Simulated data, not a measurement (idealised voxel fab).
process module | voxel gate over fins
cross-section cut | 265 nm wide | cells 5 nm
A cross-section is a grid of square cells, given in bands from the top down. A band is one or more rows of cells.
Each band's line starts with the height of the band's top and of its bottom, in nm. Then come its materials from left to right, each with its width in nm. One material with "throughout" fills the band from edge to edge. "air" is empty space.
Height 0 is the level under which the wafer as received is all one material. The lowest band goes on downwards, as in "0 down".
A width such as "30 to 40" changes by the same amount from each row of cells to the next, from the band's top row to its bottom row.
"no change" after a step means that no cell of the cross-section changed.
closed voids: empty space of 8 cells or more with no open way to the top, each as width x height at its distance from the left edge, in nm
after a step's settings: what the simulator itself notes on the step
overlay nm, on a step with a mask: how far to the right of its planned place the mask lay; to the left if negative
plan
1 op RECEIVE | material Si
2 op CONFORMAL_DEP | material SiN | thk nm 5
3 op MASKED_ETCH | tone cover | mask id FINS | width nm 15 | pitch nm 60 | etch materials SiN | depth nm 5 | overlay nm 0
4 op MASKED_ETCH | tone cover | mask id FINS | width nm 15 | pitch nm 60 | etch materials Si | depth nm 30 | overlay nm 0
5 op OXIDIZE | depth nm 5
6 op FILL_DEP | material SiO2 | thk nm 5
7 op CMP | height nm 5
8 op PATTERN | tone open | mask id RAIL | material resist | width nm 15 | thk nm 15 | overlay nm 0
9 op DIRECTIONAL_ETCH | etch materials SiO2 | depth nm 30
10 op STRIP | etch materials resist
11 op CONFORMAL_DEP | material TiN | thk nm 5
12 op FILL_DEP | material W | thk nm 5
13 op CMP | height nm 5
14 op SELECTIVE_ETCH | etch materials W Ru TiN | depth nm 25
15 op FILL_DEP | material SiO2 | thk nm 5
16 op CMP | height nm 5
17 op SELECTIVE_ETCH | etch materials SiO2 | depth nm 15
18 op STRIP | etch materials SiN
19 op CONFORMAL_DEP | material HfO2 | thk nm 5
20 op CONFORMAL_DEP | material TiN | thk nm 5
21 op CONFORMAL_DEP | material TiAl | thk nm 5
22 op CONFORMAL_DEP | material TiN | thk nm 5
23 op FILL_DEP | material W | thk nm 10
24 op CMP | height nm 25
25 op CONFORMAL_DEP | material SiN | thk nm 5
varied across the wafers: width nm of step 4. The plan shows the first wafer's value. All wafers start alike
first wafer as received, after step 1
  0 down: Si throughout
  closed voids: none
each wafer at the end: cells of each material gained (+) or lost (-) since it was received, then its closed voids
width nm 15 | +61 HfO2 | -357 Si | +53 SiN | +252 SiO2 | +61 TiAl | +125 TiN | +123 W | closed voids: none
width nm 20 | +61 HfO2 | -345 Si | +53 SiN | +242 SiO2 | +61 TiAl | +125 TiN | +121 W | closed voids: none
width nm 25 | +61 HfO2 | -333 Si | +53 SiN | +232 SiO2 | +61 TiAl | +125 TiN | +119 W | closed voids: none
width nm 30 | +61 HfO2 | -321 Si | +53 SiN | +222 SiO2 | +61 TiAl | +125 TiN | +117 W | closed voids: none
